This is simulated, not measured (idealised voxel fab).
This section sets out a process module, namely voxel tone inversion.
Shown is cross-section cut, with a width of 170 nm and square cells of size 5 nm.
A cross-section in this document is a grid of square cells, and it is written down as bands, the top band listed before the ones below it; a band is made up of one or more rows of cells. Per band: top height and bottom height in nm, followed by the left-to-right materials and their widths in nm; "edge to edge" marks a single material spanning edge to edge, "empty" marks empty space. Heads up on the height convention: 0 is the point under which the incoming wafer is all one material, and the lowest band has no bottom, it just keeps going down, like "0 down". The expression "30..40" gives the width at the extremes of the band, the first number at its top row of cells and the second at its bottom row, with the width changing by equal amounts from each row to the next in between. "nothing different" after a step means that no cell of the cross-section changed. What "Trapped void list" gives you is every empty space of 8 cells or more that is cut off from the top. Each appears as width x height at distance, with the distance taken from the left edge and width, height and distance all in nm. The remark found on a step's line after its settings is issued by the simulator itself and pertains to that step. Each step line may optionally specify "overlay nm", which for a step with a mask gives the rightward distance between the mask's planned place and where it lay, a negative value indicating the leftward direction.

-- So here's the lineup of process steps we planned
1,RECEIVE,material Si
2,CONFORMAL_DEP,material SiN,thk nm 10
3,DIRECTIONAL_DEP,material aC,thk nm 25
4,PATTERN,tone cover,mask id POSTS,material resist,width nm 25,pitch nm 40,thk nm 30,overlay nm 0
5,DIRECTIONAL_ETCH,etch materials aC,depth nm 25
6,STRIP,etch materials resist
7,FILL_DEP,material lowk,thk nm 10
8,CMP,height nm 35
9,STRIP,etch materials aC
10,CONFORMAL_DEP,material TiN,thk nm 5
11,FILL_DEP,material Ru,thk nm 10
12,CMP,height nm 35
13,CONFORMAL_DEP,material SiCN,thk nm 5

-- Delivered wafer in cross-section: state after step 1
> 0 down | Si edge to edge
> Trapped void list: none

-- Cross-section: first of two wafers, module finished, run according to plan
> 40 to 35 | SiCN edge to edge
> 35 to 15 | 30 lowk; 5 TiN; 15 Ru; 5 TiN; 15 lowk; 5 TiN; 15 Ru; 5 TiN; 15 lowk; 5 TiN; 15 Ru; 5 TiN; 35 lowk
> 15 to 10 | 30 lowk; 25 TiN; 15 lowk; 25 TiN; 15 lowk; 25 TiN; 35 lowk
> 10 to 0 | SiN edge to edge
> 0 down | Si edge to edge
> Trapped void list: none

-- The second wafer, shown in cross-section after the module: started the same way as the first and given the same plan, yet one mistake crept into how it was run
> 40 to 35 | SiCN edge to edge
> 35 to 15 | 30 lowk; 5 TiN; 15 SiN; 5 TiN; 15 lowk; 5 TiN; 15 SiN; 5 TiN; 15 lowk; 5 TiN; 15 SiN; 5 TiN; 35 lowk
> 15 to 10 | 30 lowk; 25 TiN; 15 lowk; 25 TiN; 15 lowk; 25 TiN; 35 lowk
> 10 to 0 | SiN edge to edge
> 0 down | Si edge to edge
> Trapped void list: none
Run error: step 11 deviated from plan and actually ran as FILL_DEP,material SiN,thk nm 10
The final cell counts differ between the wafers, with the second having more or fewer of some materials than the first: -36 Ru, +36 SiN
